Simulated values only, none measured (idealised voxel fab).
process module | voxel capacitor over wiring
cross-section cut | 270 nm wide | cells 5 nm
A cross-section is a grid of square cells, given in bands from the top down. A band is one or more rows of cells.
Each band's line starts with the height of the band's top and of its bottom, in nm. Then come its materials from left to right, each with its width in nm. One material with "throughout" fills the band from edge to edge. "air" is empty space.
Height 0 is the level under which the wafer as received is all one material. The lowest band goes on downwards, as in "0 down".
A width such as "30 to 40" changes by the same amount from each row of cells to the next, from the band's top row to its bottom row.
"no change" after a step means that no cell of the cross-section changed.
closed voids: empty space of 8 cells or more with no open way to the top, each as width x height at its distance from the left edge, in nm
after a step's settings: what the simulator itself notes on the step
overlay nm, on a step with a mask: how far to the right of its planned place the mask lay; to the left if negative
plan
1 op RECEIVE | material Si
2 op CONFORMAL_DEP | material SiO2 | thk nm 15
3 op CONFORMAL_DEP | material SiCN | thk nm 5
4 op DIRECTIONAL_DEP | material lowk | thk nm 25
5 op MASKED_ETCH | tone open | mask id METAL_1 | width nm 20 | pitch nm 90 | etch materials lowk | depth nm 25 | overlay nm -15
6 op MASKED_ETCH | tone open | mask id METAL_1 | width nm 20 | pitch nm 90 | etch materials SiCN | depth nm 5 | overlay nm 0
7 op CONFORMAL_DEP | material TiN | thk nm 5
8 op FILL_DEP | material W | thk nm 5
9 op CMP | height nm 45
10 op CONFORMAL_DEP | material SiCN | thk nm 5
11 op DIRECTIONAL_DEP | material lowk | thk nm 20
12 op MASKED_ETCH | tone open | mask id PLUG_1 | width nm 15 | etch materials lowk | depth nm 20 | overlay nm 0
13 op MASKED_ETCH | tone open | mask id PLUG_1 | width nm 15 | etch materials SiCN | depth nm 5 | overlay nm 0
14 op CONFORMAL_DEP | material TiN | thk nm 5
15 op FILL_DEP | material Ru | thk nm 5
16 op CMP | height nm 70
17 op DIRECTIONAL_DEP | material TiN | thk nm 10
18 op DIRECTIONAL_DEP | material HfO2 | thk nm 5
19 op DIRECTIONAL_DEP | material TiN | thk nm 10
20 op MASKED_ETCH | tone cover | mask id UPPER_PLATE | width nm 75 | etch materials TiN | depth nm 10 | overlay nm 0
21 op MASKED_ETCH | tone cover | mask id UPPER_PLATE | width nm 75 | etch materials HfO2 | depth nm 5 | overlay nm 0
22 op PATTERN | tone cover | mask id LOWER_PLATE | material resist | width nm 85 | thk nm 15 | overlay nm 0
23 op DIRECTIONAL_ETCH | etch materials TiN | depth nm 10
24 op STRIP | etch materials resist
25 op FILL_DEP | material SiO2 | thk nm 15
26 op CMP | height nm 105
27 op DIRECTIONAL_DEP | material aC | thk nm 10
28 op PATTERN | tone open | mask id PLUG_2 | material resist | width nm 15 | thk nm 30 | overlay nm 0
29 op DIRECTIONAL_ETCH | etch materials aC | depth nm 10
30 op STRIP | etch materials resist
31 op DIRECTIONAL_ETCH | etch materials SiO2 | depth nm 10
32 op STRIP | etch materials aC
33 op CONFORMAL_DEP | material TiN | thk nm 5
34 op FILL_DEP | material Ru | thk nm 5
35 op CMP | height nm 105
36 op CONFORMAL_DEP | material SiN | thk nm 5
varied across the wafers: overlay nm of step 5. The plan shows the first wafer's value. All wafers start alike
first wafer as received, after step 1
  0 down: Si throughout
  closed voids: none
first wafer at the end, after step 36
  110 to 105: SiN throughout
  105 to 100: SiO2 95 | TiN 5 | Ru 5 | TiN 5 | SiO2 160
  100 to 95: SiO2 95 | TiN 15 | SiO2 160
  95 to 85: SiO2 85 | TiN 75 | SiO2 110
  85 to 80: SiO2 85 | HfO2 75 | SiO2 110
  80 to 70: SiO2 80 | TiN 85 | SiO2 105
  70 to 50: lowk 85 | TiN 5 | Ru 5 | TiN 5 | lowk 170
  50 to 45: SiCN 85 | TiN 15 | SiCN 170
  45 to 25: lowk 65 | TiN 5 | W 10 | TiN 5 | lowk 70 | TiN 5 | W 10 | TiN 5 | lowk 95
  25 to 20: lowk 65 | TiN 20 | lowk 70 | TiN 20 | lowk 95
  20 to 15: SiCN 80 | TiN 5 | SiCN 85 | TiN 5 | SiCN 95
  15 to 0: SiO2 throughout
  0 down: Si throughout
  closed voids: none
last wafer at the end
  110 to 105: SiN throughout
  105 to 100: SiO2 95 | TiN 5 | Ru 5 | TiN 5 | SiO2 160
  100 to 95: SiO2 95 | TiN 15 | SiO2 160
  95 to 85: SiO2 85 | TiN 75 | SiO2 110
  85 to 80: SiO2 85 | HfO2 75 | SiO2 110
  80 to 70: SiO2 80 | TiN 85 | SiO2 105
  70 to 50: lowk 85 | TiN 5 | Ru 5 | TiN 5 | lowk 170
  50 to 45: SiCN 85 | TiN 15 | SiCN 170
  45 to 25: lowk 95 | TiN 5 | W 10 | TiN 5 | lowk 70 | TiN 5 | W 10 | TiN 5 | lowk 65
  25 to 20: lowk 95 | TiN 20 | lowk 70 | TiN 20 | lowk 65
  20 to 15: SiCN 95 | TiN 5 | SiCN 85 | TiN 5 | SiCN 80
  15 to 0: SiO2 throughout
  0 down: Si throughout
  closed voids: none
each wafer at the end: cells of each material gained (+) or lost (-) since it was received, then its closed voids
overlay nm -15 | +15 HfO2 | +5 Ru | +103 SiCN | +54 SiN | +455 SiO2 | +106 TiN | +16 W | +434 lowk | closed voids: none
overlay nm -10 | +15 HfO2 | +5 Ru | +101 SiCN | +54 SiN | +455 SiO2 | +108 TiN | +16 W | +434 lowk | closed voids: none
overlay nm -5 | +15 HfO2 | +5 Ru | +99 SiCN | +54 SiN | +455 SiO2 | +108 TiN | +18 W | +434 lowk | closed voids: none
overlay nm 0 | +15 HfO2 | +5 Ru | +97 SiCN | +54 SiN | +455 SiO2 | +108 TiN | +20 W | +434 lowk | closed voids: none
overlay nm 5 | +15 HfO2 | +5 Ru | +99 SiCN | +54 SiN | +455 SiO2 | +108 TiN | +18 W | +434 lowk | closed voids: none
overlay nm 10 | +15 HfO2 | +5 Ru | +101 SiCN | +54 SiN | +455 SiO2 | +108 TiN | +16 W | +434 lowk | closed voids: none
overlay nm 15 | +15 HfO2 | +5 Ru | +103 SiCN | +54 SiN | +455 SiO2 | +106 TiN | +16 W | +434 lowk | closed voids: none
